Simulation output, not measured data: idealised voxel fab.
The following is a process module called voxel self aligned vias.
The width of the displayed cross-section, cut, is 300 nm; its cells are square, with a size of 5 nm.
Cross-section spec: square-cell grid; bands listed top down; each band is one or more rows.
A band entry consists of two parts. The first gives the height of the band's top and the height of its bottom, in nm. The rest lists the band's materials from left to right, each with its width in nm. A single material labelled with the word "edge to edge" fills the band from edge to edge, and the word "blank" marks empty space.
Beneath 0, the wafer as received is one material, and that level is where height counting begins. The lowest band goes on downward without a bottom; it is written like "from 0 down".
The width entry "30->40" should be interpreted row by row: the top row of cells in the band takes the first number, the bottom row takes the second number, and the change between adjacent rows is uniform throughout.
Take "no change" at face value: in the step it is given for, the cross-section changed in none of its cells.
If an empty space has no open way to the top and is at least 8 cells in size, "Trapped voids" lists it, written width x height at distance, where distance is measured from the left edge and every value is in nm.
Where a step's line continues beyond its settings, the continuation is a remark by the simulator itself on that step.
A step line may carry the setting "overlay nm", which, for steps involving a mask, states the distance by which the mask lay to the right of its intended position; negative values denote displacement to the left.
Reading guide: pairs of cross-sections, before and after one process step; after view cut off at lowest changed band; step and settings listed under each pair. Pairs may stem from different runs of this module on the same starting wafer; continuity with the pair above only where the "Pre-step profile" entry states it.

Pre-step profile:
from 0 down: Si edge to edge
Trapped voids: none

Post-Step Appearance:
from 15 to 0: SiO2 edge to edge
Whatever lies below 0 is exactly as it was before.
Trapped voids: none
The process step bridging the two cross-sections above: op CONFORMAL_DEP | material SiO2 | thk nm 15

Pre-step profile: this step begins from the cross-section that the pair just above shows after its step.

Post-Step Appearance:
from 20 to 15: SiCN edge to edge
Whatever lies below 15 is exactly as it was before.
Trapped voids: none
The process step bridging the two cross-sections above: op CONFORMAL_DEP | material SiCN | thk nm 5

Pre-step profile: this step begins from the cross-section that the pair just above shows after its step.

Post-Step Appearance:
from 40 to 20: lowk edge to edge
Whatever lies below 20 is exactly as it was before.
Trapped voids: none
The process step bridging the two cross-sections above: op DIRECTIONAL_DEP | material lowk | thk nm 20

Pre-step profile: this step begins from the cross-section that the pair just above shows after its step.

Post-Step Appearance:
from 50 to 40: aC edge to edge
Whatever lies below 40 is exactly as it was before.
Trapped voids: none
The process step bridging the two cross-sections above: op DIRECTIONAL_DEP | material aC | thk nm 10

Pre-step profile: this step begins from the cross-section that the pair just above shows after its step.

Post-Step Appearance:
from 80 to 50: resist 110, blank 20, resist 40, blank 20, resist 110
Whatever lies below 50 is exactly as it was before.
Trapped voids: none
The process step bridging the two cross-sections above: op PATTERN | tone open | mask id LINES | material resist | width nm 20 | pitch nm 60 | thk nm 30 | overlay nm 0

Pre-step profile: this step begins from the cross-section that the pair just above shows after its step.

Post-Step Appearance:
from 70 to 50: resist 110, blank 20, resist 40, blank 20, resist 110
from 50 to 40: aC 110, blank 20, aC 40, blank 20, aC 110
Whatever lies below 40 is exactly as it was before.
Trapped voids: none
The process step bridging the two cross-sections above: op DIRECTIONAL_ETCH | etch materials aC | depth nm 10

Pre-step profile: this step begins from the cross-section that the pair just above shows after its step.

Post-Step Appearance:
from 50 to 40: aC 110, blank 20, aC 40, blank 20, aC 110
Whatever lies below 40 is exactly as it was before.
Trapped voids: none
The process step bridging the two cross-sections above: op STRIP | etch materials resist

Pre-step profile: this step begins from the cross-section that the pair just above shows after its step.

Post-Step Appearance:
from 50 to 40: aC 110, blank 20, aC 40, blank 20, aC 110
from 40 to 20: lowk 110, blank 20, lowk 40, blank 20, lowk 110
Whatever lies below 20 is exactly as it was before.
Trapped voids: none
The process step bridging the two cross-sections above: op DIRECTIONAL_ETCH | etch materials lowk | depth nm 20

Pre-step profile: this step begins from the cross-section that the pair just above shows after its step.

Post-Step Appearance:
from 40 to 20: lowk 110, blank 20, lowk 40, blank 20, lowk 110
Whatever lies below 20 is exactly as it was before.
Trapped voids: none
The process step bridging the two cross-sections above: op STRIP | etch materials aC

Pre-step profile: this step begins from the cross-section that the pair just above shows after its step.

Post-Step Appearance:
from 45 to 40: TiN 115, blank 10, TiN 50, blank 10, TiN 115
from 40 to 25: lowk 110, TiN 5, blank 10, TiN 5, lowk 40, TiN 5, blank 10, TiN 5, lowk 110
from 25 to 20: lowk 110, TiN 20, lowk 40, TiN 20, lowk 110
Whatever lies below 20 is exactly as it was before.
Trapped voids: none
The process step bridging the two cross-sections above: op CONFORMAL_DEP | material TiN | thk nm 5

Pre-step profile: this step begins from the cross-section that the pair just above shows after its step.

Post-Step Appearance:
from 50 to 45: W edge to edge
from 45 to 40: TiN 115, W 10, TiN 50, W 10, TiN 115
from 40 to 25: lowk 110, TiN 5, W 10, TiN 5, lowk 40, TiN 5, W 10, TiN 5, lowk 110
Whatever lies below 25 is exactly as it was before.
Trapped voids: none
The process step bridging the two cross-sections above: op FILL_DEP | material W | thk nm 5

Pre-step profile: this step begins from the cross-section that the pair just above shows after its step.

Post-Step Appearance:
from 40 to 25: lowk 110, TiN 5, W 10, TiN 5, lowk 40, TiN 5, W 10, TiN 5, lowk 110
Whatever lies below 25 is exactly as it was before.
Trapped voids: none
The process step bridging the two cross-sections above: op CMP | height nm 40

Pre-step profile: this step begins from the cross-section that the pair just above shows after its step.

Post-Step Appearance:
from 40 to 30: lowk 110, blank 20, lowk 40, blank 20, lowk 110
Whatever lies below 30 is exactly as it was before.
Trapped voids: none
The process step bridging the two cross-sections above: op SELECTIVE_ETCH | etch materials W Ru TiN | depth nm 10

Pre-step profile: this step begins from the cross-section that the pair just above shows after its step.

Post-Step Appearance:
from 50 to 40: SiN edge to edge
from 40 to 30: lowk 110, SiN 20, lowk 40, SiN 20, lowk 110
Whatever lies below 30 is exactly as it was before.
Trapped voids: none
The process step bridging the two cross-sections above: op FILL_DEP | material SiN | thk nm 10

Pre-step profile: this step begins from the cross-section that the pair just above shows after its step.

Post-Step Appearance:
from 40 to 30: lowk 110, SiN 20, lowk 40, SiN 20, lowk 110
Whatever lies below 30 is exactly as it was before.
Trapped voids: none
The process step bridging the two cross-sections above: op CMP | height nm 40

Pre-step profile: this step begins from the cross-section that the pair just above shows after its step.

Post-Step Appearance:
from 55 to 40: lowk edge to edge
Whatever lies below 40 is exactly as it was before.
Trapped voids: none
The process step bridging the two cross-sections above: op DIRECTIONAL_DEP | material lowk | thk nm 15

Pre-step profile: this step begins from the cross-section that the pair just above shows after its step.

Post-Step Appearance:
from 75 to 55: resist 100, blank 40, resist 20, blank 40, resist 100
Whatever lies below 55 is exactly as it was before.
Trapped voids: none
The process step bridging the two cross-sections above: op PATTERN | tone open | mask id VIAS | material resist | width nm 40 | pitch nm 60 | thk nm 20 | overlay nm 0

Pre-step profile: this step begins from the cross-section that the pair just above shows after its step.

Post-Step Appearance:
from 75 to 55: resist 100, blank 40, resist 20, blank 40, resist 100
from 55 to 40: lowk 100, blank 40, lowk 20, blank 40, lowk 100
Whatever lies below 40 is exactly as it was before.
Trapped voids: none
The process step bridging the two cross-sections above: op DIRECTIONAL_ETCH | etch materials lowk | depth nm 15

Pre-step profile: this step begins from the cross-section that the pair just above shows after its step.

Post-Step Appearance:
from 75 to 55: resist 100, blank 40, resist 20, blank 40, resist 100
from 55 to 40: lowk 100, blank 40, lowk 20, blank 40, lowk 100
from 40 to 30: lowk 110, blank 20, lowk 40, blank 20, lowk 110
Whatever lies below 30 is exactly as it was before.
Trapped voids: none
The process step bridging the two cross-sections above: op DIRECTIONAL_ETCH | etch materials SiN | depth nm 10

Pre-step profile: this step begins from the cross-section that the pair just above shows after its step.

Post-Step Appearance:
from 55 to 40: lowk 100, blank 40, lowk 20, blank 40, lowk 100
Whatever lies below 40 is exactly as it was before.
Trapped voids: none
The process step bridging the two cross-sections above: op STRIP | etch materials resist

Pre-step profile: this step begins from the cross-section that the pair just above shows after its step.

Post-Step Appearance:
from 60 to 55: TiN 105, blank 30, TiN 30, blank 30, TiN 105
from 55 to 45: lowk 100, TiN 5, blank 30, TiN 5, lowk 20, TiN 5, blank 30, TiN 5, lowk 100
from 45 to 35: lowk 100->110, TiN 15->5, blank 10, TiN 15->5, lowk 20->40, TiN 15->5, blank 10, TiN 15->5, lowk 100->110
from 35 to 30: lowk 110, TiN 20, lowk 40, TiN 20, lowk 110
Whatever lies below 30 is exactly as it was before.
Trapped voids: none
The process step bridging the two cross-sections above: op CONFORMAL_DEP | material TiN | thk nm 5

Pre-step profile: this step begins from the cross-section that the pair just above shows after its step.

Post-Step Appearance:
from 65 to 60: W edge to edge
from 60 to 55: TiN 105, W 30, TiN 30, W 30, TiN 105
from 55 to 45: lowk 100, TiN 5, W 30, TiN 5, lowk 20, TiN 5, W 30, TiN 5, lowk 100
from 45 to 35: lowk 100->110, TiN 15->5, W 10, TiN 15->5, lowk 20->40, TiN 15->5, W 10, TiN 15->5, lowk 100->110
Whatever lies below 35 is exactly as it was before.
Trapped voids: none
The process step bridging the two cross-sections above: op FILL_DEP | material W | thk nm 5

Pre-step profile: this step begins from the cross-section that the pair just above shows after its step.

Post-Step Appearance:
from 55 to 45: lowk 100, TiN 5, W 30, TiN 5, lowk 20, TiN 5, W 30, TiN 5, lowk 100
Whatever lies below 45 is exactly as it was before.
Trapped voids: none
The process step bridging the two cross-sections above: op CMP | height nm 55

Pre-step profile: this step begins from the cross-section that the pair just above shows after its step.

Post-Step Appearance:
from 60 to 55: SiN edge to edge
Whatever lies below 55 is exactly as it was before.
Trapped voids: none
The process step bridging the two cross-sections above: op CONFORMAL_DEP | material SiN | thk nm 5

Pre-step profile:
from 15 to 0: SiO2 edge to edge
from 0 down: Si edge to edge
Trapped voids: none

Post-Step Appearance:
from 35 to 15: lowk edge to edge
Whatever lies below 15 is exactly as it was before.
Trapped voids: none
The process step bridging the two cross-sections above: op DIRECTIONAL_DEP | material lowk | thk nm 20

Pre-step profile: this step begins from the cross-section that the pair just above shows after its step.

Post-Step Appearance:
from 45 to 35: aC edge to edge
Whatever lies below 35 is exactly as it was before.
Trapped voids: none
The process step bridging the two cross-sections above: op DIRECTIONAL_DEP | material aC | thk nm 10

Pre-step profile: this step begins from the cross-section that the pair just above shows after its step.

Post-Step Appearance:
from 75 to 45: resist 110, blank 20, resist 40, blank 20, resist 110
Whatever lies below 45 is exactly as it was before.
Trapped voids: none
The process step bridging the two cross-sections above: op PATTERN | tone open | mask id LINES | material resist | width nm 20 | pitch nm 60 | thk nm 30 | overlay nm 0

Pre-step profile: this step begins from the cross-section that the pair just above shows after its step.

Post-Step Appearance:
from 65 to 45: resist 110, blank 20, resist 40, blank 20, resist 110
from 45 to 35: aC 110, blank 20, aC 40, blank 20, aC 110
Whatever lies below 35 is exactly as it was before.
Trapped voids: none
The process step bridging the two cross-sections above: op DIRECTIONAL_ETCH | etch materials aC | depth nm 10

Pre-step profile: this step begins from the cross-section that the pair just above shows after its step.

Post-Step Appearance:
from 45 to 35: aC 110, blank 20, aC 40, blank 20, aC 110
Whatever lies below 35 is exactly as it was before.
Trapped voids: none
The process step bridging the two cross-sections above: op STRIP | etch materials resist

Pre-step profile: this step begins from the cross-section that the pair just above shows after its step.

Post-Step Appearance:
from 45 to 35: aC 110, blank 20, aC 40, blank 20, aC 110
from 35 to 15: lowk 110, blank 20, lowk 40, blank 20, lowk 110
Whatever lies below 15 is exactly as it was before.
Trapped voids: none
The process step bridging the two cross-sections above: op DIRECTIONAL_ETCH | etch materials lowk | depth nm 20

Pre-step profile: this step begins from the cross-section that the pair just above shows after its step.

Post-Step Appearance:
from 35 to 15: lowk 110, blank 20, lowk 40, blank 20, lowk 110
Whatever lies below 15 is exactly as it was before.
Trapped voids: none
The process step bridging the two cross-sections above: op STRIP | etch materials aC

Pre-step profile: this step begins from the cross-section that the pair just above shows after its step.

Post-Step Appearance:
from 40 to 35: TiN 115, blank 10, TiN 50, blank 10, TiN 115
from 35 to 20: lowk 110, TiN 5, blank 10, TiN 5, lowk 40, TiN 5, blank 10, TiN 5, lowk 110
from 20 to 15: lowk 110, TiN 20, lowk 40, TiN 20, lowk 110
Whatever lies below 15 is exactly as it was before.
Trapped voids: none
The process step bridging the two cross-sections above: op CONFORMAL_DEP | material TiN | thk nm 5

Pre-step profile: this step begins from the cross-section that the pair just above shows after its step.

Post-Step Appearance:
from 45 to 40: W edge to edge
from 40 to 35: TiN 115, W 10, TiN 50, W 10, TiN 115
from 35 to 20: lowk 110, TiN 5, W 10, TiN 5, lowk 40, TiN 5, W 10, TiN 5, lowk 110
Whatever lies below 20 is exactly as it was before.
Trapped voids: none
The process step bridging the two cross-sections above: op FILL_DEP | material W | thk nm 5

Pre-step profile: this step begins from the cross-section that the pair just above shows after its step.

Post-Step Appearance:
from 40 to 35: TiN 115, W 10, TiN 50, W 10, TiN 115
Whatever lies below 35 is exactly as it was before.
Trapped voids: none
The process step bridging the two cross-sections above: op CMP | height nm 40

Pre-step profile: this step begins from the cross-section that the pair just above shows after its step.

Post-Step Appearance:
from 35 to 30: lowk 110, blank 20, lowk 40, blank 20, lowk 110
Whatever lies below 30 is exactly as it was before.
Trapped voids: none
The process step bridging the two cross-sections above: op SELECTIVE_ETCH | etch materials W Ru TiN | depth nm 10

Pre-step profile: this step begins from the cross-section that the pair just above shows after its step.

Post-Step Appearance:
from 45 to 35: SiN edge to edge
from 35 to 30: lowk 110, SiN 20, lowk 40, SiN 20, lowk 110
Whatever lies below 30 is exactly as it was before.
Trapped voids: none
The process step bridging the two cross-sections above: op FILL_DEP | material SiN | thk nm 10

Pre-step profile: this step begins from the cross-section that the pair just above shows after its step.

Post-Step Appearance:
from 40 to 35: SiN edge to edge
Whatever lies below 35 is exactly as it was before.
Trapped voids: none
The process step bridging the two cross-sections above: op CMP | height nm 40

Pre-step profile: this step begins from the cross-section that the pair just above shows after its step.

Post-Step Appearance:
from 55 to 40: lowk edge to edge
Whatever lies below 40 is exactly as it was before.
Trapped voids: none
The process step bridging the two cross-sections above: op DIRECTIONAL_DEP | material lowk | thk nm 15

Pre-step profile: this step begins from the cross-section that the pair just above shows after its step.

Post-Step Appearance:
from 75 to 55: resist 100, blank 40, resist 20, blank 40, resist 100
Whatever lies below 55 is exactly as it was before.
Trapped voids: none
The process step bridging the two cross-sections above: op PATTERN | tone open | mask id VIAS | material resist | width nm 40 | pitch nm 60 | thk nm 20 | overlay nm 0

Pre-step profile: this step begins from the cross-section that the pair just above shows after its step.

Post-Step Appearance:
from 75 to 55: resist 100, blank 40, resist 20, blank 40, resist 100
from 55 to 40: lowk 100, blank 40, lowk 20, blank 40, lowk 100
Whatever lies below 40 is exactly as it was before.
Trapped voids: none
The process step bridging the two cross-sections above: op DIRECTIONAL_ETCH | etch materials lowk | depth nm 15

Pre-step profile: this step begins from the cross-section that the pair just above shows after its step.

Post-Step Appearance:
from 75 to 55: resist 100, blank 40, resist 20, blank 40, resist 100
from 55 to 40: lowk 100, blank 40, lowk 20, blank 40, lowk 100
from 40 to 35: SiN 100, blank 40, SiN 20, blank 40, SiN 100
from 35 to 30: lowk 110, blank 20, lowk 40, blank 20, lowk 110
Whatever lies below 30 is exactly as it was before.
Trapped voids: none
The process step bridging the two cross-sections above: op DIRECTIONAL_ETCH | etch materials SiN | depth nm 10

Pre-step profile: this step begins from the cross-section that the pair just above shows after its step.

Post-Step Appearance:
from 55 to 40: lowk 100, blank 40, lowk 20, blank 40, lowk 100
Whatever lies below 40 is exactly as it was before.
Trapped voids: none
The process step bridging the two cross-sections above: op STRIP | etch materials resist

Pre-step profile: this step begins from the cross-section that the pair just above shows after its step.

Post-Step Appearance:
from 60 to 55: TiN 105, blank 30, TiN 30, blank 30, TiN 105
from 55 to 40: lowk 100, TiN 5, blank 30, TiN 5, lowk 20, TiN 5, blank 30, TiN 5, lowk 100
from 40 to 35: SiN 100, TiN 15, blank 10, TiN 15, SiN 20, TiN 15, blank 10, TiN 15, SiN 100
from 35 to 30: lowk 110, TiN 20, lowk 40, TiN 20, lowk 110
Whatever lies below 30 is exactly as it was before.
Trapped voids: none
The process step bridging the two cross-sections above: op CONFORMAL_DEP | material TiN | thk nm 5

Pre-step profile: this step begins from the cross-section that the pair just above shows after its step.

Post-Step Appearance:
from 65 to 60: W edge to edge
from 60 to 55: TiN 105, W 30, TiN 30, W 30, TiN 105
from 55 to 40: lowk 100, TiN 5, W 30, TiN 5, lowk 20, TiN 5, W 30, TiN 5, lowk 100
from 40 to 35: SiN 100, TiN 15, W 10, TiN 15, SiN 20, TiN 15, W 10, TiN 15, SiN 100
Whatever lies below 35 is exactly as it was before.
Trapped voids: none
The process step bridging the two cross-sections above: op FILL_DEP | material W | thk nm 5

Pre-step profile: this step begins from the cross-section that the pair just above shows after its step.

Post-Step Appearance:
from 55 to 40: lowk 100, TiN 5, W 30, TiN 5, lowk 20, TiN 5, W 30, TiN 5, lowk 100
Whatever lies below 40 is exactly as it was before.
Trapped voids: none
The process step bridging the two cross-sections above: op CMP | height nm 55

Pre-step profile: this step begins from the cross-section that the pair just above shows after its step.

Post-Step Appearance:
from 60 to 55: SiN edge to edge
Whatever lies below 55 is exactly as it was before.
Trapped voids: none
The process step bridging the two cross-sections above: op CONFORMAL_DEP | material SiN | thk nm 5

Pre-step profile:
from 75 to 55: resist 100, blank 40, resist 20, blank 40, resist 100
from 55 to 40: lowk 100, blank 40, lowk 20, blank 40, lowk 100
from 40 to 30: lowk 110, SiN 20, lowk 40, SiN 20, lowk 110
from 30 to 25: lowk 110, TiN 5, W 10, TiN 5, lowk 40, TiN 5, W 10, TiN 5, lowk 110
from 25 to 20: lowk 110, TiN 20, lowk 40, TiN 20, lowk 110
from 20 to 15: SiCN edge to edge
from 15 to 0: SiO2 edge to edge
from 0 down: Si edge to edge
Trapped voids: none

Post-Step Appearance:
from 75 to 55: resist 100, blank 40, resist 20, blank 40, resist 100
from 55 to 40: lowk 100, blank 40, lowk 20, blank 40, lowk 100
from 40 to 30: lowk 100, blank 10, SiN 20, blank 10, lowk 20, blank 10, SiN 20, blank 10, lowk 100
from 30 to 25: lowk 100, blank 10, TiN 5, W 10, TiN 5, blank 10, lowk 20, blank 10, TiN 5, W 10, TiN 5, blank 10, lowk 100
Whatever lies below 25 is exactly as it was before.
Trapped voids: none
The process step bridging the two cross-sections above: op DIRECTIONAL_ETCH | etch materials lowk | depth nm 15

Pre-step profile: this step begins from the cross-section that the pair just above shows after its step.

Post-Step Appearance:
from 75 to 55: resist 100, blank 40, resist 20, blank 40, resist 100
from 55 to 30: lowk 100, blank 40, lowk 20, blank 40, lowk 100
Whatever lies below 30 is exactly as it was before.
Trapped voids: none
The process step bridging the two cross-sections above: op DIRECTIONAL_ETCH | etch materials SiN | depth nm 10

Pre-step profile: this step begins from the cross-section that the pair just above shows after its step.

Post-Step Appearance:
from 55 to 30: lowk 100, blank 40, lowk 20, blank 40, lowk 100
Whatever lies below 30 is exactly as it was before.
Trapped voids: none
The process step bridging the two cross-sections above: op STRIP | etch materials resist

Pre-step profile: this step begins from the cross-section that the pair just above shows after its step.

Post-Step Appearance:
from 60 to 55: TiN 105, blank 30, TiN 30, blank 30, TiN 105
from 55 to 35: lowk 100, TiN 5, blank 30, TiN 5, lowk 20, TiN 5, blank 30, TiN 5, lowk 100
from 35 to 30: lowk 100, TiN 40, lowk 20, TiN 40, lowk 100
from 30 to 25: lowk 100, TiN 15, W 10, TiN 15, lowk 20, TiN 15, W 10, TiN 15, lowk 100
Whatever lies below 25 is exactly as it was before.
Trapped voids: none
The process step bridging the two cross-sections above: op CONFORMAL_DEP | material TiN | thk nm 5

Pre-step profile: this step begins from the cross-section that the pair just above shows after its step.

Post-Step Appearance:
from 65 to 60: W edge to edge
from 60 to 55: TiN 105, W 30, TiN 30, W 30, TiN 105
from 55 to 35: lowk 100, TiN 5, W 30, TiN 5, lowk 20, TiN 5, W 30, TiN 5, lowk 100
Whatever lies below 35 is exactly as it was before.
Trapped voids: none
The process step bridging the two cross-sections above: op FILL_DEP | material W | thk nm 5

Pre-step profile: this step begins from the cross-section that the pair just above shows after its step.

Post-Step Appearance:
from 55 to 35: lowk 100, TiN 5, W 30, TiN 5, lowk 20, TiN 5, W 30, TiN 5, lowk 100
Whatever lies below 35 is exactly as it was before.
Trapped voids: none
The process step bridging the two cross-sections above: op CMP | height nm 55

Pre-step profile: this step begins from the cross-section that the pair just above shows after its step.

Post-Step Appearance:
from 60 to 55: SiN edge to edge
Whatever lies below 55 is exactly as it was before.
Trapped voids: none
The process step bridging the two cross-sections above: op CONFORMAL_DEP | material SiN | thk nm 5

Pre-step profile:
from 0 down: Si edge to edge
Trapped voids: none

Post-Step Appearance:
from 5 to 0: SiCN edge to edge
Whatever lies below 0 is exactly as it was before.
Trapped voids: none
The process step bridging the two cross-sections above: op CONFORMAL_DEP | material SiCN | thk nm 5

Pre-step profile: this step begins from the cross-section that the pair just above shows after its step.

Post-Step Appearance:
from 20 to 5: SiO2 edge to edge
Whatever lies below 5 is exactly as it was before.
Trapped voids: none
The process step bridging the two cross-sections above: op CONFORMAL_DEP | material SiO2 | thk nm 15

Pre-step profile: this step begins from the cross-section that the pair just above shows after its step.

Post-Step Appearance:
from 40 to 20: lowk edge to edge
Whatever lies below 20 is exactly as it was before.
Trapped voids: none
The process step bridging the two cross-sections above: op DIRECTIONAL_DEP | material lowk | thk nm 20

Pre-step profile: this step begins from the cross-section that the pair just above shows after its step.

Post-Step Appearance:
from 50 to 40: aC edge to edge
Whatever lies below 40 is exactly as it was before.
Trapped voids: none
The process step bridging the two cross-sections above: op DIRECTIONAL_DEP | material aC | thk nm 10

Pre-step profile: this step begins from the cross-section that the pair just above shows after its step.

Post-Step Appearance:
from 80 to 50: resist 110, blank 20, resist 40, blank 20, resist 110
Whatever lies below 50 is exactly as it was before.
Trapped voids: none
The process step bridging the two cross-sections above: op PATTERN | tone open | mask id LINES | material resist | width nm 20 | pitch nm 60 | thk nm 30 | overlay nm 0

Pre-step profile: this step begins from the cross-section that the pair just above shows after its step.

Post-Step Appearance:
from 70 to 50: resist 110, blank 20, resist 40, blank 20, resist 110
from 50 to 40: aC 110, blank 20, aC 40, blank 20, aC 110
Whatever lies below 40 is exactly as it was before.
Trapped voids: none
The process step bridging the two cross-sections above: op DIRECTIONAL_ETCH | etch materials aC | depth nm 10

Pre-step profile: this step begins from the cross-section that the pair just above shows after its step.

Post-Step Appearance:
from 50 to 40: aC 110, blank 20, aC 40, blank 20, aC 110
Whatever lies below 40 is exactly as it was before.
Trapped voids: none
The process step bridging the two cross-sections above: op STRIP | etch materials resist

Pre-step profile: this step begins from the cross-section that the pair just above shows after its step.

Post-Step Appearance:
from 50 to 40: aC 110, blank 20, aC 40, blank 20, aC 110
from 40 to 20: lowk 110, blank 20, lowk 40, blank 20, lowk 110
Whatever lies below 20 is exactly as it was before.
Trapped voids: none
The process step bridging the two cross-sections above: op DIRECTIONAL_ETCH | etch materials lowk | depth nm 20

Pre-step profile: this step begins from the cross-section that the pair just above shows after its step.

Post-Step Appearance:
from 40 to 20: lowk 110, blank 20, lowk 40, blank 20, lowk 110
Whatever lies below 20 is exactly as it was before.
Trapped voids: none
The process step bridging the two cross-sections above: op STRIP | etch materials aC

Pre-step profile: this step begins from the cross-section that the pair just above shows after its step.

Post-Step Appearance:
from 45 to 40: TiN 115, blank 10, TiN 50, blank 10, TiN 115
from 40 to 25: lowk 110, TiN 5, blank 10, TiN 5, lowk 40, TiN 5, blank 10, TiN 5, lowk 110
from 25 to 20: lowk 110, TiN 20, lowk 40, TiN 20, lowk 110
Whatever lies below 20 is exactly as it was before.
Trapped voids: none
The process step bridging the two cross-sections above: op CONFORMAL_DEP | material TiN | thk nm 5

Pre-step profile: this step begins from the cross-section that the pair just above shows after its step.

Post-Step Appearance:
from 50 to 45: W edge to edge
from 45 to 40: TiN 115, W 10, TiN 50, W 10, TiN 115
from 40 to 25: lowk 110, TiN 5, W 10, TiN 5, lowk 40, TiN 5, W 10, TiN 5, lowk 110
Whatever lies below 25 is exactly as it was before.
Trapped voids: none
The process step bridging the two cross-sections above: op FILL_DEP | material W | thk nm 5

Pre-step profile: this step begins from the cross-section that the pair just above shows after its step.

Post-Step Appearance:
from 40 to 25: lowk 110, TiN 5, W 10, TiN 5, lowk 40, TiN 5, W 10, TiN 5, lowk 110
Whatever lies below 25 is exactly as it was before.
Trapped voids: none
The process step bridging the two cross-sections above: op CMP | height nm 40

Pre-step profile: this step begins from the cross-section that the pair just above shows after its step.

Post-Step Appearance:
from 40 to 30: lowk 110, blank 20, lowk 40, blank 20, lowk 110
Whatever lies below 30 is exactly as it was before.
Trapped voids: none
The process step bridging the two cross-sections above: op SELECTIVE_ETCH | etch materials W Ru TiN | depth nm 10

Pre-step profile: this step begins from the cross-section that the pair just above shows after its step.

Post-Step Appearance:
from 50 to 40: SiN edge to edge
from 40 to 30: lowk 110, SiN 20, lowk 40, SiN 20, lowk 110
Whatever lies below 30 is exactly as it was before.
Trapped voids: none
The process step bridging the two cross-sections above: op FILL_DEP | material SiN | thk nm 10

Pre-step profile: this step begins from the cross-section that the pair just above shows after its step.

Post-Step Appearance:
from 40 to 30: lowk 110, SiN 20, lowk 40, SiN 20, lowk 110
Whatever lies below 30 is exactly as it was before.
Trapped voids: none
The process step bridging the two cross-sections above: op CMP | height nm 40

Pre-step profile: this step begins from the cross-section that the pair just above shows after its step.

Post-Step Appearance:
from 55 to 40: lowk edge to edge
Whatever lies below 40 is exactly as it was before.
Trapped voids: none
The process step bridging the two cross-sections above: op DIRECTIONAL_DEP | material lowk | thk nm 15

Pre-step profile: this step begins from the cross-section that the pair just above shows after its step.

Post-Step Appearance:
from 75 to 55: resist 100, blank 40, resist 20, blank 40, resist 100
Whatever lies below 55 is exactly as it was before.
Trapped voids: none
The process step bridging the two cross-sections above: op PATTERN | tone open | mask id VIAS | material resist | width nm 40 | pitch nm 60 | thk nm 20 | overlay nm 0

Pre-step profile: this step begins from the cross-section that the pair just above shows after its step.

Post-Step Appearance:
from 75 to 55: resist 100, blank 40, resist 20, blank 40, resist 100
from 55 to 40: lowk 100, blank 40, lowk 20, blank 40, lowk 100
Whatever lies below 40 is exactly as it was before.
Trapped voids: none
The process step bridging the two cross-sections above: op DIRECTIONAL_ETCH | etch materials lowk | depth nm 15

Pre-step profile: this step begins from the cross-section that the pair just above shows after its step.

Post-Step Appearance:
from 75 to 55: resist 100, blank 40, resist 20, blank 40, resist 100
from 55 to 40: lowk 100, blank 40, lowk 20, blank 40, lowk 100
from 40 to 30: lowk 110, blank 20, lowk 40, blank 20, lowk 110
Whatever lies below 30 is exactly as it was before.
Trapped voids: none
The process step bridging the two cross-sections above: op DIRECTIONAL_ETCH | etch materials SiN | depth nm 10

Pre-step profile: this step begins from the cross-section that the pair just above shows after its step.

Post-Step Appearance:
from 55 to 40: lowk 100, blank 40, lowk 20, blank 40, lowk 100
Whatever lies below 40 is exactly as it was before.
Trapped voids: none
The process step bridging the two cross-sections above: op STRIP | etch materials resist

Pre-step profile: this step begins from the cross-section that the pair just above shows after its step.

Post-Step Appearance:
from 60 to 55: TiN 105, blank 30, TiN 30, blank 30, TiN 105
from 55 to 45: lowk 100, TiN 5, blank 30, TiN 5, lowk 20, TiN 5, blank 30, TiN 5, lowk 100
from 45 to 35: lowk 100->110, TiN 15->5, blank 10, TiN 15->5, lowk 20->40, TiN 15->5, blank 10, TiN 15->5, lowk 100->110
from 35 to 30: lowk 110, TiN 20, lowk 40, TiN 20, lowk 110
Whatever lies below 30 is exactly as it was before.
Trapped voids: none
The process step bridging the two cross-sections above: op CONFORMAL_DEP | material TiN | thk nm 5

Pre-step profile: this step begins from the cross-section that the pair just above shows after its step.

Post-Step Appearance:
from 65 to 60: W edge to edge
from 60 to 55: TiN 105, W 30, TiN 30, W 30, TiN 105
from 55 to 45: lowk 100, TiN 5, W 30, TiN 5, lowk 20, TiN 5, W 30, TiN 5, lowk 100
from 45 to 35: lowk 100->110, TiN 15->5, W 10, TiN 15->5, lowk 20->40, TiN 15->5, W 10, TiN 15->5, lowk 100->110
Whatever lies below 35 is exactly as it was before.
Trapped voids: none
The process step bridging the two cross-sections above: op FILL_DEP | material W | thk nm 5

Pre-step profile: this step begins from the cross-section that the pair just above shows after its step.

Post-Step Appearance:
from 55 to 45: lowk 100, TiN 5, W 30, TiN 5, lowk 20, TiN 5, W 30, TiN 5, lowk 100
Whatever lies below 45 is exactly as it was before.
Trapped voids: none
The process step bridging the two cross-sections above: op CMP | height nm 55

Pre-step profile: this step begins from the cross-section that the pair just above shows after its step.

Post-Step Appearance:
from 60 to 55: SiN edge to edge
Whatever lies below 55 is exactly as it was before.
Trapped voids: none
The process step bridging the two cross-sections above: op CONFORMAL_DEP | material SiN | thk nm 5

Pre-step profile:
from 75 to 55: resist 100, blank 40, resist 20, blank 40, resist 100
from 55 to 40: lowk edge to edge
from 40 to 30: lowk 110, SiN 20, lowk 40, SiN 20, lowk 110
from 30 to 25: lowk 110, TiN 5, W 10, TiN 5, lowk 40, TiN 5, W 10, TiN 5, lowk 110
from 25 to 20: lowk 110, TiN 20, lowk 40, TiN 20, lowk 110
from 20 to 15: SiCN edge to edge
from 15 to 0: SiO2 edge to edge
from 0 down: Si edge to edge
Trapped voids: none

Post-Step Appearance:
from 75 to 55: resist 100, blank 40, resist 20, blank 40, resist 100
from 55 to 40: lowk 100, blank 40, lowk 20, blank 40, lowk 100
from 40 to 35: lowk 100, blank 10, SiN 20, blank 10, lowk 20, blank 10, SiN 20, blank 10, lowk 100
Whatever lies below 35 is exactly as it was before.
Trapped voids: none
The process step bridging the two cross-sections above: op DIRECTIONAL_ETCH | etch materials lowk | depth nm 20

Pre-step profile: this step begins from the cross-section that the pair just above shows after its step.

Post-Step Appearance:
from 75 to 55: resist 100, blank 40, resist 20, blank 40, resist 100
from 55 to 35: lowk 100, blank 40, lowk 20, blank 40, lowk 100
from 35 to 30: lowk 110, blank 20, lowk 40, blank 20, lowk 110
Whatever lies below 30 is exactly as it was before.
Trapped voids: none
The process step bridging the two cross-sections above: op DIRECTIONAL_ETCH | etch materials SiN | depth nm 10

Pre-step profile: this step begins from the cross-section that the pair just above shows after its step.

Post-Step Appearance:
from 55 to 35: lowk 100, blank 40, lowk 20, blank 40, lowk 100
Whatever lies below 35 is exactly as it was before.
Trapped voids: none
The process step bridging the two cross-sections above: op STRIP | etch materials resist
